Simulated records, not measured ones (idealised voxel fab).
This section sets out a process module, namely voxel capacitor over wiring.
Square cells of 5 nm make up the cross-section cut, whose width is 185 nm.
Cross-section spec: square-cell grid; bands listed top down; each band is one or more rows.
Heights first: top, then bottom, in nm. Then materials, left to right, each with a width in nm. "all across" on a single material: fills the band edge to edge. "empty": empty space.
Height 0 is the level under which the wafer as received is all one material. The lowest band goes on downwards, as in "0 and below".
The notation "30..40" denotes a width that varies across the rows of cells in the band, beginning at the first number in the top row, finishing at the second number in the bottom row, and changing by an identical amount from each row to the next.
Step marked "no modifications"? Then no cell in the cross-section changed in it.
In "Enclosed internal cavities" the enclosed voids are listed, meaning empty spaces of 8 cells or larger without any opening to the top. The form is width x height at distance, distance from the left edge, units nm.
Note: text after step settings on the step line = simulator remark on that step.
overlay nm: on a step with a mask, how far right of its planned place the mask lay; negative means left.

## Below is the list of planned process steps
1,RECEIVE (material Si)
2,CONFORMAL_DEP (material SiO2; thk nm 10)
3,CONFORMAL_DEP (material SiCN; thk nm 5)
4,DIRECTIONAL_DEP (material lowk; thk nm 15)
5,MASKED_ETCH (tone open; mask id METAL_1; width nm 30; pitch nm 85; etch materials lowk; depth nm 15; overlay nm 0)
6,MASKED_ETCH (tone open; mask id METAL_1; width nm 30; pitch nm 85; etch materials SiCN; depth nm 5; overlay nm 0)
7,CONFORMAL_DEP (material TiN; thk nm 5)
8,FILL_DEP (material Cu; thk nm 5)
9,CMP (height nm 30)
10,CONFORMAL_DEP (material SiCN; thk nm 5)
11,DIRECTIONAL_DEP (material SiO2; thk nm 10)
12,PATTERN (tone open; mask id PLUG_1; material resist; width nm 15; thk nm 20; overlay nm 0)
13,DIRECTIONAL_ETCH (etch materials SiO2; depth nm 10)
14,DIRECTIONAL_ETCH (etch materials SiCN; depth nm 5)
15,STRIP (etch materials resist)
16,CONFORMAL_DEP (material TiN; thk nm 5)
17,FILL_DEP (material Cu; thk nm 5)
18,CMP (height nm 45)
19,DIRECTIONAL_DEP (material TiN; thk nm 5)
20,DIRECTIONAL_DEP (material SiN; thk nm 5)
21,DIRECTIONAL_DEP (material TiN; thk nm 5)
22,PATTERN (tone cover; mask id UPPER_PLATE; material resist; width nm 60; thk nm 20; overlay nm 0)
23,DIRECTIONAL_ETCH (etch materials TiN; depth nm 5)
24,DIRECTIONAL_ETCH (etch materials SiN; depth nm 5)
25,STRIP (etch materials resist)
26,PATTERN (tone cover; mask id LOWER_PLATE; material resist; width nm 70; thk nm 20; overlay nm 0)
27,DIRECTIONAL_ETCH (etch materials TiN; depth nm 5)
28,STRIP (etch materials resist)
29,FILL_DEP (material SiO2; thk nm 20)
30,CMP (height nm 75)
31,MASKED_ETCH (tone open; mask id PLUG_2; width nm 15; etch materials SiO2; depth nm 15; overlay nm 0)
32,CONFORMAL_DEP (material TiN; thk nm 5)
33,FILL_DEP (material Ru; thk nm 5)
34,CMP (height nm 75)
35,CONFORMAL_DEP (material SiCN; thk nm 5)

## Step 1 complete: cross-section of the wafer as received
- 0 and below: Si all across
- Enclosed internal cavities: none

## Cross-section, end of module. Start: as above. Plan: as above. Execution: one mistake
- 90 down to 75: SiCN all across
- 75 down to 65: SiO2=60, TiN=5, Ru=5, TiN=5, SiO2=110
- 65 down to 55: SiO2=60..50, TiN=15..60, SiO2=110..75
- 55 down to 50: SiO2=50, SiN=60, SiO2=75
- 50 down to 45: SiO2=45, TiN=70, SiO2=70
- 45 down to 35: SiO2=50, TiN=5, Cu=5, TiN=5, SiO2=120
- 35 down to 30: SiCN=50, TiN=15, SiCN=120
- 30 down to 15: lowk=35, TiN=5, Cu=20, TiN=5, lowk=55, TiN=5, Cu=20, TiN=5, lowk=35
- 15 down to 10: SiCN=35, TiN=30, SiCN=55, TiN=30, SiCN=35
- 10 down to 0: SiO2 all across
- 0 and below: Si all across
- Enclosed internal cavities: none
Processing error: step 35 ran with different settings than intended, the actual operation and settings being CONFORMAL_DEP (material SiCN; thk nm 15)
